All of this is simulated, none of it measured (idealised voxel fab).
Process module, titled voxel tone inversion
Shown is cross-section cut, with a width of 205 nm and square cells of size 5 nm.
Just so we're on the same page, the cross-sections are grids of square cells, and they're listed out in bands top to bottom, each band one or more rows deep.
Look at the band entry: it leads with the top's height and the bottom's height in nm. Then it lists the materials left to right, with a width in nm for each. The word "full width" on a single material says that material fills the band edge to edge. The word "air" is empty space.
For the purposes of this specification, 0 denotes the height below which the wafer in its as-received condition is composed wholly of one material, and the lowermost band, lacking a lower limit, extends downward without end, as expressed in "0 -> down".
Top row gets the first number, bottom row gets the second, and each row in between changes by the same step: that is how a band width like "30..40" works.
No cell of the cross-section changed in a step that is given as "no alterations made".
Closed-off voids of 8+ cells (no open route to the top) go in "Enclosed cavity list", written width x height at distance from the left edge, in nm.
It should be noted that, on the line of a given step, the content following the step's settings is a remark produced by the simulator itself with respect to that step.
overlay nm: right-of-plan distance of the mask on a masked step; negative values mean left-of-plan.
The following list gives the planned process steps
1,op RECEIVE | material Si
2,op CONFORMAL_DEP | material SiN | thk nm 10
3,op DIRECTIONAL_DEP | material polySi | thk nm 15
4,op PATTERN | tone cover | mask id POSTS | material resist | width nm 20 | pitch nm 35 | thk nm 20 | overlay nm 0
5,op DIRECTIONAL_ETCH | etch materials polySi | depth nm 15
6,op STRIP | etch materials resist
7,op FILL_DEP | material SiO2 | thk nm 5
8,op CMP | height nm 25
9,op STRIP | etch materials polySi
10,op CONFORMAL_DEP | material TiN | thk nm 5
11,op FILL_DEP | material W | thk nm 10
12,op CMP | height nm 25
13,op CONFORMAL_DEP | material SiCN | thk nm 5
The following pertains to the first of two wafers, which was processed as planned
Cross-section of the wafer upon arrival, representing the state reached after step 1
0 -> down  Si full width
Enclosed cavity list: none
The wafer in cross-section once step 2 is complete
10 -> 0  SiN full width
Under 0: no change, same as before.
The wafer in cross-section once step 3 is complete
25 -> 10  polySi full width
Under 10: no change, same as before.
The wafer in cross-section once step 4 is complete
45 -> 25  40 nm air  20 nm resist  15 nm air  20 nm resist  15 nm air  20 nm resist  15 nm air  20 nm resist  40 nm air
Under 25: no change, same as before.
The wafer in cross-section once step 5 is complete
45 -> 25  40 nm air  20 nm resist  15 nm air  20 nm resist  15 nm air  20 nm resist  15 nm air  20 nm resist  40 nm air
25 -> 10  40 nm air  20 nm polySi  15 nm air  20 nm polySi  15 nm air  20 nm polySi  15 nm air  20 nm polySi  40 nm air
Under 10: no change, same as before.
The wafer in cross-section once step 6 is complete
25 -> 10  40 nm air  20 nm polySi  15 nm air  20 nm polySi  15 nm air  20 nm polySi  15 nm air  20 nm polySi  40 nm air
Under 10: no change, same as before.
The wafer in cross-section once step 7 is complete
30 -> 25  SiO2 full width
25 -> 10  40 nm SiO2  20 nm polySi  15 nm SiO2  20 nm polySi  15 nm SiO2  20 nm polySi  15 nm SiO2  20 nm polySi  40 nm SiO2
Under 10: no change, same as before.
The wafer in cross-section once step 8 is complete
25 -> 10  40 nm SiO2  20 nm polySi  15 nm SiO2  20 nm polySi  15 nm SiO2  20 nm polySi  15 nm SiO2  20 nm polySi  40 nm SiO2
Under 10: no change, same as before.
The wafer in cross-section once step 9 is complete
25 -> 10  40 nm SiO2  20 nm air  15 nm SiO2  20 nm air  15 nm SiO2  20 nm air  15 nm SiO2  20 nm air  40 nm SiO2
Under 10: no change, same as before.
The wafer in cross-section once step 10 is complete
30 -> 25  45 nm TiN  10 nm air  25 nm TiN  10 nm air  25 nm TiN  10 nm air  25 nm TiN  10 nm air  45 nm TiN
25 -> 15  40 nm SiO2  5 nm TiN  10 nm air  5 nm TiN  15 nm SiO2  5 nm TiN  10 nm air  5 nm TiN  15 nm SiO2  5 nm TiN  10 nm air  5 nm TiN  15 nm SiO2  5 nm TiN  10 nm air  5 nm TiN  40 nm SiO2
15 -> 10  40 nm SiO2  20 nm TiN  15 nm SiO2  20 nm TiN  15 nm SiO2  20 nm TiN  15 nm SiO2  20 nm TiN  40 nm SiO2
Under 10: no change, same as before.
The wafer in cross-section once step 11 is complete
40 -> 30  W full width
30 -> 25  45 nm TiN  10 nm W  25 nm TiN  10 nm W  25 nm TiN  10 nm W  25 nm TiN  10 nm W  45 nm TiN
25 -> 15  40 nm SiO2  5 nm TiN  10 nm W  5 nm TiN  15 nm SiO2  5 nm TiN  10 nm W  5 nm TiN  15 nm SiO2  5 nm TiN  10 nm W  5 nm TiN  15 nm SiO2  5 nm TiN  10 nm W  5 nm TiN  40 nm SiO2
Under 15: no change, same as before.
The wafer in cross-section once step 12 is complete
25 -> 15  40 nm SiO2  5 nm TiN  10 nm W  5 nm TiN  15 nm SiO2  5 nm TiN  10 nm W  5 nm TiN  15 nm SiO2  5 nm TiN  10 nm W  5 nm TiN  15 nm SiO2  5 nm TiN  10 nm W  5 nm TiN  40 nm SiO2
Under 15: no change, same as before.
The wafer in cross-section once step 13 is complete
30 -> 25  SiCN full width
Under 25: no change, same as before.
Now the other wafer: same start, same recipe, but we messed up one thing when running it. Up to and including step 3 it's the same as the first one
Cross-section of the second wafer at the time step 4 of the plan should have ended
45 -> 25  35 nm air  20 nm resist  15 nm air  20 nm resist  15 nm air  20 nm resist  15 nm air  20 nm resist  45 nm air
Under 25: no change, same as before.
Cross-section of the second wafer at the time step 5 of the plan should have ended
45 -> 25  35 nm air  20 nm resist  15 nm air  20 nm resist  15 nm air  20 nm resist  15 nm air  20 nm resist  45 nm air
25 -> 10  35 nm air  20 nm polySi  15 nm air  20 nm polySi  15 nm air  20 nm polySi  15 nm air  20 nm polySi  45 nm air
Under 10: no change, same as before.
Cross-section of the second wafer at the time step 6 of the plan should have ended
25 -> 10  35 nm air  20 nm polySi  15 nm air  20 nm polySi  15 nm air  20 nm polySi  15 nm air  20 nm polySi  45 nm air
Under 10: no change, same as before.
Cross-section of the second wafer at the time step 7 of the plan should have ended
30 -> 25  SiO2 full width
25 -> 10  35 nm SiO2  20 nm polySi  15 nm SiO2  20 nm polySi  15 nm SiO2  20 nm polySi  15 nm SiO2  20 nm polySi  45 nm SiO2
Under 10: no change, same as before.
Cross-section of the second wafer at the time step 8 of the plan should have ended
25 -> 10  35 nm SiO2  20 nm polySi  15 nm SiO2  20 nm polySi  15 nm SiO2  20 nm polySi  15 nm SiO2  20 nm polySi  45 nm SiO2
Under 10: no change, same as before.
Cross-section of the second wafer at the time step 9 of the plan should have ended
25 -> 10  35 nm SiO2  20 nm air  15 nm SiO2  20 nm air  15 nm SiO2  20 nm air  15 nm SiO2  20 nm air  45 nm SiO2
Under 10: no change, same as before.
Cross-section of the second wafer at the time step 10 of the plan should have ended
30 -> 25  40 nm TiN  10 nm air  25 nm TiN  10 nm air  25 nm TiN  10 nm air  25 nm TiN  10 nm air  50 nm TiN
25 -> 15  35 nm SiO2  5 nm TiN  10 nm air  5 nm TiN  15 nm SiO2  5 nm TiN  10 nm air  5 nm TiN  15 nm SiO2  5 nm TiN  10 nm air  5 nm TiN  15 nm SiO2  5 nm TiN  10 nm air  5 nm TiN  45 nm SiO2
15 -> 10  35 nm SiO2  20 nm TiN  15 nm SiO2  20 nm TiN  15 nm SiO2  20 nm TiN  15 nm SiO2  20 nm TiN  45 nm SiO2
Under 10: no change, same as before.
Cross-section of the second wafer at the time step 11 of the plan should have ended
40 -> 30  W full width
30 -> 25  40 nm TiN  10 nm W  25 nm TiN  10 nm W  25 nm TiN  10 nm W  25 nm TiN  10 nm W  50 nm TiN
25 -> 15  35 nm SiO2  5 nm TiN  10 nm W  5 nm TiN  15 nm SiO2  5 nm TiN  10 nm W  5 nm TiN  15 nm SiO2  5 nm TiN  10 nm W  5 nm TiN  15 nm SiO2  5 nm TiN  10 nm W  5 nm TiN  45 nm SiO2
Under 15: no change, same as before.
Cross-section of the second wafer at the time step 12 of the plan should have ended
25 -> 15  35 nm SiO2  5 nm TiN  10 nm W  5 nm TiN  15 nm SiO2  5 nm TiN  10 nm W  5 nm TiN  15 nm SiO2  5 nm TiN  10 nm W  5 nm TiN  15 nm SiO2  5 nm TiN  10 nm W  5 nm TiN  45 nm SiO2
Under 15: no change, same as before.
Cross-section of the second wafer at the time step 13 of the plan should have ended
30 -> 25  SiCN full width
Under 25: no change, same as before.
Error vs. plan: the process deviated at step 4: the operation and settings actually run there were op PATTERN | tone cover | mask id POSTS | material resist | width nm 20 | pitch nm 35 | thk nm 20 | overlay nm -5
The concluding comparison shows that, measured in cells, each material is equally abundant on both wafers, albeit at different positions.
